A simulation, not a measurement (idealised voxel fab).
The following is a process module called voxel self aligned contacts.
The cross-section on display is named cut; it measures 180 nm wide, and its cells are 5 nm squares.
This document writes a cross-section as a grid whose cells are square, and gives it as bands, listed from the top down; one or more rows of cells form a band. Basically the band line says how high the top is and how high the bottom is, in nm, and then what's in it from left to right, every material with its width in nm. Empty space shows up as "empty", and if a single material carries "full width" it runs the full band edge to edge. Heads up on the height convention: 0 is the point under which the incoming wafer is all one material, and the lowest band has no bottom, it just keeps going down, like "0 down". A two-number width, for instance "30..40", indicates that the width is equal to the first number in the top row of the band and to the second number in the bottom row, and that it changes by a constant amount per row of cells. Basically "remained unchanged" means that step didn't change any cell in the cross-section. Voids not open to the top, 8 cells minimum: see "Voids lacking openings". Written width x height at distance; distance is from the left edge; nm. It should be noted that, on the line of a given step, the content following the step's settings is a remark produced by the simulator itself with respect to that step. Each step line may optionally specify "overlay nm", which for a step with a mask gives the rightward distance between the mask's planned place and where it lay, a negative value indicating the leftward direction.
# This section lists the process steps that were planned
1) RECEIVE, material Si
2) CONFORMAL_DEP, material SiO2, thk nm 5
3) DIRECTIONAL_DEP, material polySi, thk nm 25
4) DIRECTIONAL_DEP, material SiN, thk nm 20
5) PATTERN, tone cover, mask id GATE, material resist, width nm 35, pitch nm 70, thk nm 15, overlay nm 0
6) DIRECTIONAL_ETCH, etch materials SiN, depth nm 20
7) DIRECTIONAL_ETCH, etch materials polySi, depth nm 25
8) STRIP, etch materials resist
9) CONFORMAL_DEP, material SiN, thk nm 5
10) DIRECTIONAL_ETCH, etch materials SiN, depth nm 5
11) FILL_DEP, material SiO2, thk nm 15
12) CMP, height nm 60
13) MASKED_ETCH, tone open, mask id CONTACT, width nm 55, etch materials SiO2, depth nm 60, overlay nm 0
14) CONFORMAL_DEP, material TiN, thk nm 5
15) FILL_DEP, material W, thk nm 5
16) CMP, height nm 60
17) CONFORMAL_DEP, material SiN, thk nm 5
# As received (post step 1): cross-section
0 down | Si full width
Voids lacking openings: none
# Look at the cross-section after the module: the wafer started out the way shown above and the plan was the one shown above, yet one mistake was made along the way
65 to 60 | SiN full width
60 to 55 | 30 of SiO2; 45 of SiN; 5 of TiN; 15 of W; 5 of TiN; 45 of SiN; 35 of SiO2
55 to 50 | 30 of SiO2; 45 of SiN; 25 of TiN; 45 of SiN; 35 of SiO2
50 to 30 | SiN full width
30 to 5 | polySi full width
5 to 0 | SiO2 full width
0 down | Si full width
Voids lacking openings: none
In executing the process, a mistake was made relative to the plan: step 4 of the plan was performed twice
